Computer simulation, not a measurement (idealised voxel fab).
Name of the process module below: voxel fin reveal
Xsec cut, 235 nm wide, square cell size 5 nm.
Heads up, the way a cross-section reads in here is a grid of square cells, handed over as bands from the top down, with every band being one or more rows of cells. Look at the band entry: it leads with the top's height and the bottom's height in nm. Then it lists the materials left to right, with a width in nm for each. The word "all across" on a single material says that material fills the band edge to edge. The word "empty" is empty space. The level at which height equals 0 is the one under which the wafer, as it arrives, is entirely one material. No lower edge exists for the bottom band, which continues downward and is notated as in "top 0, no bottom". Think of "30->40" as a width that walks from the first number to the second as you go down the band, top row to bottom row, taking equal-sized steps from row to row. "no change occurred" for a step: no cell of the cross-section changed in that step. Empty spaces counting at least 8 cells and having no open way to the top are listed in "Sealed cavities". The notation width x height at distance is used for each, the distance being from the left edge and all three values in nm. Step line, after settings: the simulator's comment on this step. overlay nm: on a step with a mask, how far right of its planned place the mask lay; negative means left.

## Set out below are the planned steps of the process
| 1 | RECEIVE: material Si |
| 2 | CONFORMAL_DEP: material SiN, thk nm 5 |
| 3 | PATTERN: tone cover, mask id FINS, material resist, width nm 15, pitch nm 35, thk nm 15, overlay nm 0 |
| 4 | DIRECTIONAL_ETCH: etch materials SiN, depth nm 5 |
| 5 | DIRECTIONAL_ETCH: etch materials Si, depth nm 30 |
| 6 | STRIP: etch materials resist |
| 7 | OXIDIZE: depth nm 5 |
| 8 | FILL_DEP: material SiO2, thk nm 10 |
| 9 | CMP: height nm 5 |
| 10 | SELECTIVE_ETCH: etch materials SiO2, depth nm 15 |
| 11 | STRIP: etch materials SiN |
| 12 | CONFORMAL_DEP: material SiO2, thk nm 5 |

## As-received state of the wafer in cross-section, equivalent to post-step 1
* top 0, no bottom = Si all across
* Sealed cavities: none

## The first of two wafers, cross-sectioned at the end of the module, with the run proceeding as planned
* top 5, bottom 0 = 90 empty  15 SiO2  20 empty  15 SiO2  95 empty
* top 0, bottom -5 = 90 empty  5 SiO2  5 Si  5 SiO2  20 empty  5 SiO2  5 Si  5 SiO2  95 empty
* top -5, bottom -35 = 95 SiO2  5 Si  30 SiO2  5 Si  100 SiO2
* top -35, no bottom = Si all across
* Sealed cavities: none

## Wafer two, sectioned after the module: the first wafer's start, the first wafer's plan, and one mistake in how it was run
* top 5, bottom 0 = 90 empty  15 SiO2  20 empty  15 SiO2  95 empty
* top 0, bottom -5 = 90 empty  5 SiO2  5 Si  5 SiO2  20 empty  5 SiO2  5 Si  5 SiO2  95 empty
* top -5, bottom -10 = 80 SiO2  10 empty  5 SiO2  5 Si  5 SiO2  20 empty  5 SiO2  5 Si  5 SiO2  10 empty  85 SiO2
* top -10, bottom -35 = 95 SiO2  5 Si  30 SiO2  5 Si  100 SiO2
* top -35, no bottom = Si all across
* Sealed cavities: none
The mistake made against the process plan was this: steps 10 and 11 swapped
End of process, cell counts, second wafer against first, materials with more or fewer: SiO2: 8 fewer
